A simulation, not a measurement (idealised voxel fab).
process module | voxel wiring stack
cross-section cut | 185 nm wide | cells 5 nm
A cross-section is a grid of square cells, given in bands from the top down. A band is one or more rows of cells.
Each band's line starts with the height of the band's top and of its bottom, in nm. Then come its materials from left to right, each with its width in nm. One material with "throughout" fills the band from edge to edge. "air" is empty space.
Height 0 is the level under which the wafer as received is all one material. The lowest band goes on downwards, as in "0 down".
A width such as "30 to 40" changes by the same amount from each row of cells to the next, from the band's top row to its bottom row.
"no change" after a step means that no cell of the cross-section changed.
closed voids: empty space of 8 cells or more with no open way to the top, each as width x height at its distance from the left edge, in nm
after a step's settings: what the simulator itself notes on the step
overlay nm, on a step with a mask: how far to the right of its planned place the mask lay; to the left if negative
plan
1 op RECEIVE | material Si
2 op CONFORMAL_DEP | material SiO2 | thk nm 15
3 op CONFORMAL_DEP | material SiCN | thk nm 5
4 op DIRECTIONAL_DEP | material SiO2 | thk nm 20
5 op MASKED_ETCH | tone open | mask id METAL_1 | width nm 30 | pitch nm 60 | etch materials SiO2 | depth nm 20 | overlay nm 0
6 op MASKED_ETCH | tone open | mask id METAL_1 | width nm 30 | pitch nm 60 | etch materials SiCN | depth nm 5 | overlay nm 0
7 op CONFORMAL_DEP | material TiN | thk nm 5
8 op FILL_DEP | material Ru | thk nm 10
9 op CMP | height nm 40
10 op CONFORMAL_DEP | material SiCN | thk nm 5
11 op DIRECTIONAL_DEP | material SiO2 | thk nm 25
12 op PATTERN | tone open | mask id METAL_2 | material resist | width nm 30 | pitch nm 60 | thk nm 15 | overlay nm 0
13 op DIRECTIONAL_ETCH | etch materials SiO2 | depth nm 15
14 op STRIP | etch materials resist
15 op MASKED_ETCH | tone open | mask id METAL_2_HOLES | width nm 15 | pitch nm 60 | etch materials SiO2 | depth nm 10 | overlay nm 0
16 op MASKED_ETCH | tone open | mask id METAL_2_HOLES | width nm 15 | pitch nm 60 | etch materials SiCN | depth nm 5 | overlay nm 0
17 op CONFORMAL_DEP | material TiN | thk nm 5
18 op FILL_DEP | material Cu | thk nm 10
19 op CMP | height nm 70
20 op CONFORMAL_DEP | material SiCN | thk nm 5
21 op DIRECTIONAL_DEP | material SiO2 | thk nm 35
22 op MASKED_ETCH | tone open | mask id METAL_3_HOLES | width nm 15 | pitch nm 120 | etch materials SiO2 | depth nm 35 | overlay nm 0
23 op MASKED_ETCH | tone open | mask id METAL_3 | width nm 30 | pitch nm 60 | etch materials SiO2 | depth nm 20 | overlay nm 0
24 op MASKED_ETCH | tone open | mask id METAL_3 | width nm 30 | pitch nm 60 | etch materials SiCN | depth nm 5 | overlay nm 0
25 op CONFORMAL_DEP | material TiN | thk nm 5
26 op FILL_DEP | material Ru | thk nm 5
27 op CMP | height nm 110
28 op CONFORMAL_DEP | material SiCN | thk nm 5
as received, after step 1
  0 down: Si throughout
  closed voids: none
first wafer at the end, as planned
  115 to 110: SiCN throughout
  110 to 95: SiO2 15 | TiN 5 | Ru 20 | TiN 5 | SiO2 30 | TiN 5 | Ru 20 | TiN 5 | SiO2 30 | TiN 5 | Ru 20 | TiN 5 | SiO2 20
  95 to 90: SiO2 15 | TiN 5 | Ru 5 | TiN 20 | SiO2 30 | TiN 30 | SiO2 30 | TiN 5 | Ru 5 | TiN 20 | SiO2 20
  90 to 75: SiO2 15 | TiN 5 | Ru 5 | TiN 5 | SiO2 105 | TiN 5 | Ru 5 | TiN 5 | SiO2 35
  75 to 70: SiCN 15 | TiN 15 | SiCN 105 | TiN 15 | SiCN 35
  70 to 60: SiO2 15 | TiN 5 | Cu 20 | TiN 5 | SiO2 30 | TiN 5 | Cu 20 | TiN 5 | SiO2 30 | TiN 5 | Cu 20 | TiN 5 | SiO2 20
  60 to 55: SiO2 15 | TiN 5 | Cu 5 | TiN 20 | SiO2 30 | TiN 5 | Cu 5 | TiN 20 | SiO2 30 | TiN 5 | Cu 5 | TiN 20 | SiO2 20
  55 to 45: SiO2 15 | TiN 5 | Cu 5 | TiN 5 | SiO2 45 | TiN 5 | Cu 5 | TiN 5 | SiO2 45 | TiN 5 | Cu 5 | TiN 5 | SiO2 35
  45 to 40: SiCN 15 | TiN 15 | SiCN 45 | TiN 15 | SiCN 45 | TiN 15 | SiCN 35
  40 to 20: SiO2 15 | TiN 5 | Ru 20 | TiN 5 | SiO2 30 | TiN 5 | Ru 20 | TiN 5 | SiO2 30 | TiN 5 | Ru 20 | TiN 5 | SiO2 20
  20 to 15: SiCN 15 | TiN 30 | SiCN 30 | TiN 30 | SiCN 30 | TiN 30 | SiCN 20
  15 to 0: SiO2 throughout
  0 down: Si throughout
  closed voids: none
second wafer at the end: like start, like plan, one mistake
  115 to 110: SiCN throughout
  110 to 90: SiO2 15 | TiN 5 | Ru 20 | TiN 5 | SiO2 30 | TiN 5 | Ru 20 | TiN 5 | SiO2 30 | TiN 5 | Ru 20 | TiN 5 | SiO2 20
  90 to 85: SiO2 15 | TiN 5 | Ru 5 | TiN 20 | SiO2 30 | TiN 30 | SiO2 30 | TiN 5 | Ru 5 | TiN 20 | SiO2 20
  85 to 80: SiO2 15 | TiN 5 | Ru 5 | TiN 5 | SiO2 105 | TiN 5 | Ru 5 | TiN 5 | SiO2 35
  80 to 75: SiO2 15 | TiN 15 | SiO2 105 | TiN 15 | SiO2 35
  75 to 70: SiCN throughout
  70 to 60: SiO2 15 | TiN 5 | Cu 20 | TiN 5 | SiO2 30 | TiN 5 | Cu 20 | TiN 5 | SiO2 30 | TiN 5 | Cu 20 | TiN 5 | SiO2 20
  60 to 55: SiO2 15 | TiN 5 | Cu 5 | TiN 20 | SiO2 30 | TiN 5 | Cu 5 | TiN 20 | SiO2 30 | TiN 5 | Cu 5 | TiN 20 | SiO2 20
  55 to 45: SiO2 15 | TiN 5 | Cu 5 | TiN 5 | SiO2 45 | TiN 5 | Cu 5 | TiN 5 | SiO2 45 | TiN 5 | Cu 5 | TiN 5 | SiO2 35
  45 to 40: SiCN 15 | TiN 15 | SiCN 45 | TiN 15 | SiCN 45 | TiN 15 | SiCN 35
  40 to 20: SiO2 15 | TiN 5 | Ru 20 | TiN 5 | SiO2 30 | TiN 5 | Ru 20 | TiN 5 | SiO2 30 | TiN 5 | Ru 20 | TiN 5 | SiO2 20
  20 to 15: SiCN 15 | TiN 30 | SiCN 30 | TiN 30 | SiCN 30 | TiN 30 | SiCN 20
  15 to 0: SiO2 throughout
  0 down: Si throughout
  closed voids: none
what went wrong: step 24 ran as: op MASKED_ETCH | tone open | mask id METAL_3 | width nm 30 | pitch nm 60 | etch materials SiO2 | depth nm 5 | overlay nm 0
at the end the second wafer has, in cells: 8 more of Ru | 6 more of SiCN | 12 fewer of SiO2 | 2 fewer of TiN
